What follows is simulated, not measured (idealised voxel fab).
A process module follows: voxel ribs on slabs.
Cross-section cut spans 185 nm and uses square cells 5 nm in size.
Cross-section = grid of square cells, listed top down in bands; band = one or more rows. Basically the band line says how high the top is and how high the bottom is, in nm, and then what's in it from left to right, every material with its width in nm. Empty space shows up as "empty", and if a single material carries "throughout" it runs the full band edge to edge. Where do heights start? At 0: under that level the wafer as delivered is made of one material only. And the lowest band has no floor; it just carries on downward, as in "from 0 down". Think of "30 to 40" as a width that walks from the first number to the second as you go down the band, top row to bottom row, taking equal-sized steps from row to row. Take "nothing got changed" at face value: in the step it is given for, the cross-section changed in none of its cells. In the "Entrapped void list" entry, you get each enclosed empty space of 8 cells or more, one with no open way to the top, written width x height at distance, distance from the left edge, in nm. On a step's line, text after the settings is the simulator commenting on that step. overlay nm, on a step with a mask: how far to the right of its planned place the mask lay; to the left if negative.
-- These are the steps we planned for the process
1. RECEIVE | material Si
2. DIRECTIONAL_DEP | material SiO2 | thk nm 20
3. DIRECTIONAL_DEP | material polySi | thk nm 15
4. MASKED_ETCH | tone cover | mask id RIB | width nm 15 | etch materials polySi | depth nm 5 | overlay nm 0
5. MASKED_ETCH | tone cover | mask id SLAB | width nm 55 | etch materials polySi | depth nm 10 | overlay nm 0
6. FILL_DEP | material SiO2 | thk nm 20
7. CMP | height nm 45
8. DIRECTIONAL_DEP | material TiN | thk nm 5
9. DIRECTIONAL_DEP | material aC | thk nm 10
10. PATTERN | tone cover | mask id HEATER | material resist | width nm 25 | thk nm 30 | overlay nm 0
11. DIRECTIONAL_ETCH | etch materials aC | depth nm 10
12. STRIP | etch materials resist
13. DIRECTIONAL_ETCH | etch materials TiN | depth nm 5
14. STRIP | etch materials aC
15. CONFORMAL_DEP | material SiN | thk nm 5
-- Wafer at receipt (post step 1), cross-section
> from 0 down | Si throughout
> Entrapped void list: none
-- Starting structure and process plan are as shown above, but one mistake was made in running the module; the wafer cross-section at the end of the module follows
> from 55 to 50 | 65 of empty, then 35 of SiN, then 85 of empty
> from 50 to 45 | 70 of SiN, then 25 of TiN, then 90 of SiN
> from 45 to 35 | SiO2 throughout
> from 35 to 30 | 85 of SiO2, then 15 of polySi, then 85 of SiO2
> from 30 to 20 | 65 of SiO2, then 55 of polySi, then 65 of SiO2
> from 20 to 0 | SiO2 throughout
> from 0 down | Si throughout
> Entrapped void list: none
The mistake made against the process plan was this: step 10 ran as: PATTERN | tone cover | mask id HEATER | material resist | width nm 25 | thk nm 30 | overlay nm -10
